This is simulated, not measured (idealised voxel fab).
Herein follows the process module entitled voxel self aligned contacts.
The cross-section on display is named cut; it measures 170 nm wide, and its cells are 5 nm squares.
The cross-sections in this document take the form of a grid made of square cells. They are written out as bands, in order from top to bottom. Each band consists of one or more rows of cells.
Quick guide to a band line: top height, bottom height (nm) up front; then every material left to right with its width in nm. Only one material and it's marked "throughout"? Then it fills the band edge to edge. And "blank" just means empty space.
All heights in this document are referenced to 0, defined as the level beneath which the wafer, as received, consists entirely of one material. The lowest band is not bounded below; it extends indefinitely downward and is written in the form "0 and below".
Width "30..40": first value at the band's top row of cells, second value at its bottom row, equal change from row to row.
"everything unchanged" after a step means that no cell of the cross-section changed.
Closed-off voids of 8+ cells (no open route to the top) go in "Closed internal voids", written width x height at distance from the left edge, in nm.
Whatever follows a step's settings on its line is a remark the simulator itself makes about that step.
overlay nm: mask offset rightward from planned place, masked step; negative means leftward offset.
Below is the list of planned process steps:
| 1 | RECEIVE [material Si] |
| 2 | OXIDIZE [depth nm 5] |
| 3 | DIRECTIONAL_DEP [material polySi] [thk nm 20] |
| 4 | DIRECTIONAL_DEP [material SiN] [thk nm 25] |
| 5 | DIRECTIONAL_DEP [material aC] [thk nm 15] |
| 6 | PATTERN [tone cover] [mask id GATE] [material resist] [width nm 35] [pitch nm 70] [thk nm 30] [overlay nm 0] |
| 7 | DIRECTIONAL_ETCH [etch materials aC] [depth nm 15] |
| 8 | STRIP [etch materials resist] |
| 9 | DIRECTIONAL_ETCH [etch materials SiN] [depth nm 25] |
| 10 | DIRECTIONAL_ETCH [etch materials polySi] [depth nm 20] |
| 11 | STRIP [etch materials aC] |
| 12 | CONFORMAL_DEP [material SiN] [thk nm 10] |
| 13 | DIRECTIONAL_ETCH [etch materials SiN] [depth nm 10] |
| 14 | FILL_DEP [material SiO2] [thk nm 15] |
| 15 | CMP [height nm 50] |
| 16 | PATTERN [tone open] [mask id CONTACT] [material resist] [width nm 55] [thk nm 20] [overlay nm 0] |
| 17 | DIRECTIONAL_ETCH [etch materials SiO2] [depth nm 55] |
| 18 | STRIP [etch materials resist] |
| 19 | CONFORMAL_DEP [material TiN] [thk nm 5] |
| 20 | FILL_DEP [material Ru] [thk nm 5] |
| 21 | CMP [height nm 50] |
| 22 | CONFORMAL_DEP [material SiCN] [thk nm 5] |
Wafer at receipt (post step 1), cross-section:
    0 and below: Si throughout
    Closed internal voids: none
Starting wafer: above. Plan: above. Run: one mistake. Cross-section after the module: below:
    55 down to 50: SiCN throughout
    50 down to 45: 60 nm SiO2 | 20 nm TiN | 5 nm Ru | 20 nm TiN | 65 nm SiO2
    45 down to 20: 20 nm SiO2 | 55 nm SiN | 5 nm TiN | 5 nm Ru | 5 nm TiN | 55 nm SiN | 25 nm SiO2
    20 down to 0: 20 nm SiO2 | 10 nm SiN | 35 nm polySi | 10 nm SiN | 5 nm TiN | 5 nm Ru | 5 nm TiN | 10 nm SiN | 35 nm polySi | 10 nm SiN | 25 nm SiO2
    0 down to -5: 75 nm SiO2 | 15 nm TiN | 80 nm SiO2
    -5 and below: Si throughout
    Closed internal voids: none
Which mistake was made when the wafer was run? step 16 did not use the planned setting and instead ran as PATTERN [tone open] [mask id CONTACT] [material resist] [width nm 45] [thk nm 20] [overlay nm 0]
